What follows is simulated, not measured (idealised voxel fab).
Process module heading - voxel released beams
Square cells of 5 nm make up the cross-section cut, whose width is 180 nm.
In what follows, cross-sections appear as grids of square cells, described through bands that run from the top down, where every band is one or more rows of cells.
Within each band entry, the heights of the top and of the bottom of the band appear first, in that order and in nm; the materials of the band then follow from left to right, each with its corresponding width in nm. The designation "edge to edge" on a single material indicates that it fills the band from edge to edge; the designation "blank" indicates empty space.
Height is counted from the level 0, under which the received wafer is composed throughout of one material. The lowest of the bands is not closed at the bottom but continues downward, in the notation "from 0 down".
It should be noted that a width expressed as "30..40" varies in equal increments from row to row of cells within the band, taking the value of the first number at the top row and that of the second number at the bottom row.
Where the words "nothing altered" appear for a step, the cross-section shows no cell changed by that step; every cell remained as before.
"Closed internal cavities" means: voids of 8 cells or more that are shut off from the top with no open way through. Written width x height at distance, distance from the left edge, in nm.
Where a step's line continues beyond its settings, the continuation is a remark by the simulator itself on that step.
The optional step-line setting "overlay nm" applies to steps with a mask and quantifies how far to the right of its planned location the mask lay, a negative value indicating leftward placement.
Plan
1 op RECEIVE | material Si
2 op CONFORMAL_DEP | material SiN | thk nm 10
3 op DIRECTIONAL_DEP | material SiO2 | thk nm 15
4 op PATTERN | tone open | mask id ANCHOR | material resist | width nm 35 | thk nm 20 | overlay nm 0
5 op DIRECTIONAL_ETCH | etch materials SiO2 | depth nm 15
6 op STRIP | etch materials resist
7 op CONFORMAL_DEP | material polySi | thk nm 10
8 op PATTERN | tone cover | mask id BEAM | material resist | width nm 110 | thk nm 15 | overlay nm -15
9 op DIRECTIONAL_ETCH | etch materials polySi | depth nm 10
10 op STRIP | etch materials resist
11 op STRIP | etch materials SiO2
The value of overlay nm given for step 8 in the plan refers to the first wafer; the wafers vary in this setting and are alike at the start.
Cross-section: the first of several wafers in its as-received state, i.e. following step 1
> from 0 down: Si edge to edge
> Closed internal cavities: none
The table below has one row for each wafer; a row shows, as of the end of the module, how many cells of each material the wafer has gained, marked (+), or lost, marked (-), since it was received, and then the wafer's closed voids
overlay nm -15; +72 SiN; +56 polySi; Closed internal cavities: none
overlay nm -10; +72 SiN; +56 polySi; Closed internal cavities: none
overlay nm -5; +72 SiN; +56 polySi; Closed internal cavities: none
overlay nm 0; +72 SiN; +56 polySi; Closed internal cavities: none
overlay nm 5; +72 SiN; +56 polySi; Closed internal cavities: none
overlay nm 10; +72 SiN; +56 polySi; Closed internal cavities: none
overlay nm 15; +72 SiN; +56 polySi; Closed internal cavities: none
